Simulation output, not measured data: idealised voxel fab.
Proc. module: voxel capacitor over wiring
cross-section cut | 245 nm wide | cells 5 nm
Think of the cross-section as a grid of square cells. We describe it in bands, top to bottom, and each band covers one or more rows of those cells.
Band: top height; bottom height; in nm. Then, left to right: material with width in nm, for each material. "all across": a single material spanning edge to edge. "air": empty space.
Heights are measured from 0, the level below which the as-received wafer is all one material; the lowest band has no bottom and continues downward, written as in "top 0, no bottom".
Width "30->40": first value at the band's top row of cells, second value at its bottom row, equal change from row to row.
For the purposes of this document, the phrase "remained unchanged" attached to a step denotes that no cell within the cross-section was modified by that step.
Empty spaces counting at least 8 cells and having no open way to the top are listed in "Voids, enclosed". The notation width x height at distance is used for each, the distance being from the left edge and all three values in nm.
Where a step's line continues beyond its settings, the continuation is a remark by the simulator itself on that step.
A step line may carry the setting "overlay nm", which, for steps involving a mask, states the distance by which the mask lay to the right of its intended position; negative values denote displacement to the left.

Planned process steps:
1: op RECEIVE | material Si
2: op CONFORMAL_DEP | material SiO2 | thk nm 15
3: op CONFORMAL_DEP | material SiCN | thk nm 5
4: op DIRECTIONAL_DEP | material lowk | thk nm 25
5: op DIRECTIONAL_DEP | material aC | thk nm 15
6: op PATTERN | tone open | mask id METAL_1 | material resist | width nm 20 | pitch nm 90 | thk nm 35 | overlay nm 0
7: op DIRECTIONAL_ETCH | etch materials aC | depth nm 15
8: op STRIP | etch materials resist
9: op DIRECTIONAL_ETCH | etch materials lowk | depth nm 25
10: op DIRECTIONAL_ETCH | etch materials SiCN | depth nm 5
11: op STRIP | etch materials aC
12: op CONFORMAL_DEP | material TiN | thk nm 5
13: op FILL_DEP | material Cu | thk nm 5
14: op CMP | height nm 45
15: op EPI | material Ru | thk nm 5
16: op FILL_DEP | material SiCN | thk nm 5
17: op DIRECTIONAL_DEP | material SiO2 | thk nm 20
18: op PATTERN | tone open | mask id PLUG_1 | material resist | width nm 15 | thk nm 20 | overlay nm 0
19: op DIRECTIONAL_ETCH | etch materials SiO2 | depth nm 20
20: op DIRECTIONAL_ETCH | etch materials SiCN | depth nm 5
21: op STRIP | etch materials resist
22: op EPI | material Ru | thk nm 10
23: op EPI | material Ru | thk nm 10
24: op EPI | material Ru | thk nm 5
25: op DIRECTIONAL_DEP | material TiN | thk nm 5
26: op DIRECTIONAL_DEP | material Al2O3 | thk nm 5
27: op DIRECTIONAL_DEP | material TiN | thk nm 5
28: op MASKED_ETCH | tone cover | mask id UPPER_PLATE | width nm 75 | etch materials TiN | depth nm 5 | overlay nm 0
29: op MASKED_ETCH | tone cover | mask id UPPER_PLATE | width nm 75 | etch materials Al2O3 | depth nm 5 | overlay nm 0
30: op DIRECTIONAL_DEP | material aC | thk nm 15
31: op PATTERN | tone cover | mask id LOWER_PLATE | material resist | width nm 85 | thk nm 30 | overlay nm 0
32: op DIRECTIONAL_ETCH | etch materials aC | depth nm 15
33: op STRIP | etch materials resist
34: op DIRECTIONAL_ETCH | etch materials TiN | depth nm 5
35: op STRIP | etch materials aC
36: op FILL_DEP | material SiO2 | thk nm 20
37: op CMP | height nm 105
38: op DIRECTIONAL_DEP | material aC | thk nm 15
39: op PATTERN | tone open | mask id PLUG_2 | material resist | width nm 15 | thk nm 35 | overlay nm 0
40: op DIRECTIONAL_ETCH | etch materials aC | depth nm 15
41: op STRIP | etch materials resist
42: op DIRECTIONAL_ETCH | etch materials SiO2 | depth nm 15
43: op STRIP | etch materials aC
44: op CONFORMAL_DEP | material TiN | thk nm 5
45: op FILL_DEP | material Cu | thk nm 10
46: op CMP | height nm 105
47: op CONFORMAL_DEP | material SiN | thk nm 5

As received (post step 1): cross-section:
* top 0, no bottom = Si all across
* Voids, enclosed: none

Here's the wafer cut in cross-section after the module, started and planned just like above, except one thing was done wrong in the run:
* top 110, bottom 105 = SiN all across
* top 105, bottom 100 = SiO2 80 / TiN 5 / Cu 5 / TiN 5 / SiO2 150
* top 100, bottom 95 = SiO2 80 / TiN 15 / SiO2 150
* top 95, bottom 90 = SiO2 70 / TiN 5 / SiO2 5 / TiN 65 / SiO2 100
* top 90, bottom 85 = SiO2 70 / Al2O3 5 / TiN 5 / Al2O3 65 / SiO2 100
* top 85, bottom 80 = Ru 75 / Al2O3 5 / Ru 165
* top 80, bottom 75 = TiN 70 / Ru 15 / TiN 160
* top 75, bottom 70 = SiO2 70 / TiN 15 / SiO2 160
* top 70, bottom 55 = SiO2 70 / Ru 15 / SiO2 160
* top 55, bottom 50 = SiCN 70 / Ru 15 / SiCN 160
* top 50, bottom 45 = SiCN 60 / Ru 30 / SiCN 60 / Ru 30 / SiCN 65
* top 45, bottom 20 = lowk 65 / TiN 5 / Cu 10 / TiN 5 / lowk 70 / TiN 5 / Cu 10 / TiN 5 / lowk 70
* top 20, bottom 15 = SiCN 65 / TiN 20 / SiCN 70 / TiN 20 / SiCN 70
* top 15, bottom 0 = SiO2 all across
* top 0, no bottom = Si all across
* Voids, enclosed: none
Against the plan, the run slipped here: step 25 occupied the plan position of step 24, and the converse holds as well
